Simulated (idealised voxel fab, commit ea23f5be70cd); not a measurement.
The name of this process module is voxel ribs on slabs.
It is cross-section cut that appears here, measuring 290 nm in width, its square cells being 5 nm in size.
Think of the cross-section as a grid of square cells. We describe it in bands, top to bottom, and each band covers one or more rows of those cells. Quick guide to a band line: top height, bottom height (nm) up front; then every material left to right with its width in nm. Only one material and it's marked "throughout"? Then it fills the band edge to edge. And "empty" just means empty space. Height datum 0, below which the as-received substrate wafer is one material. Lowest band open at the bottom, running downward: "0 down". The notation "30 to 40" denotes a width that varies across the rows of cells in the band, beginning at the first number in the top row, finishing at the second number in the bottom row, and changing by an identical amount from each row to the next. For the purposes of this document, the phrase "nothing changed" attached to a step denotes that no cell within the cross-section was modified by that step. "Tabulated closed voids": sealed empty spaces, 8 cells or more, no open way to top, listed width x height at distance, with distance from the left edge and width, height and distance in nm. The remark found on a step's line after its settings is issued by the simulator itself and pertains to that step. overlay nm: on a step with a mask, how far right of its planned place the mask lay; negative means left.
List of planned process steps:
step 1: RECEIVE, material Si
step 2: DIRECTIONAL_DEP, material SiO2, thk nm 25
step 3: DIRECTIONAL_DEP, material polySi, thk nm 20
step 4: DIRECTIONAL_DEP, material aC, thk nm 15
step 5: PATTERN, tone cover, mask id RIB, material resist, width nm 25, thk nm 35, overlay nm 0
step 6: DIRECTIONAL_ETCH, etch materials aC, depth nm 15
step 7: STRIP, etch materials resist
step 8: DIRECTIONAL_ETCH, etch materials polySi, depth nm 5
step 9: STRIP, etch materials aC
step 10: DIRECTIONAL_DEP, material aC, thk nm 15
step 11: PATTERN, tone cover, mask id SLAB, material resist, width nm 85, thk nm 30, overlay nm 0
step 12: DIRECTIONAL_ETCH, etch materials aC, depth nm 15
step 13: STRIP, etch materials resist
step 14: DIRECTIONAL_ETCH, etch materials polySi, depth nm 15
step 15: STRIP, etch materials aC
step 16: FILL_DEP, material SiO2, thk nm 20
step 17: CMP, height nm 55
step 18: DIRECTIONAL_DEP, material TiN, thk nm 10
step 19: PATTERN, tone cover, mask id HEATER, material resist, width nm 35, thk nm 20, overlay nm 0
step 20: DIRECTIONAL_ETCH, etch materials TiN, depth nm 10
step 21: STRIP, etch materials resist
step 22: CONFORMAL_DEP, material SiO2, thk nm 10
Shown in cross-section is the wafer as received, that is, as it stands after step 1:
  0 down = Si throughout
  Tabulated closed voids: none
Post-module cross-section: identical start and plan to those above, one misstep in execution:
  75 to 65 = 120 empty  55 SiO2  115 empty
  65 to 55 = 130 SiO2  35 TiN  125 SiO2
  55 to 45 = SiO2 throughout
  45 to 40 = 130 SiO2  25 polySi  135 SiO2
  40 to 25 = 100 SiO2  85 polySi  105 SiO2
  25 to 0 = SiO2 throughout
  0 down = Si throughout
  Tabulated closed voids: none
Heads up, the wafer didn't run the way we planned it: in deviation from the planned setting, step 19 was conducted as PATTERN, tone cover, mask id HEATER, material resist, width nm 35, thk nm 20, overlay nm 5
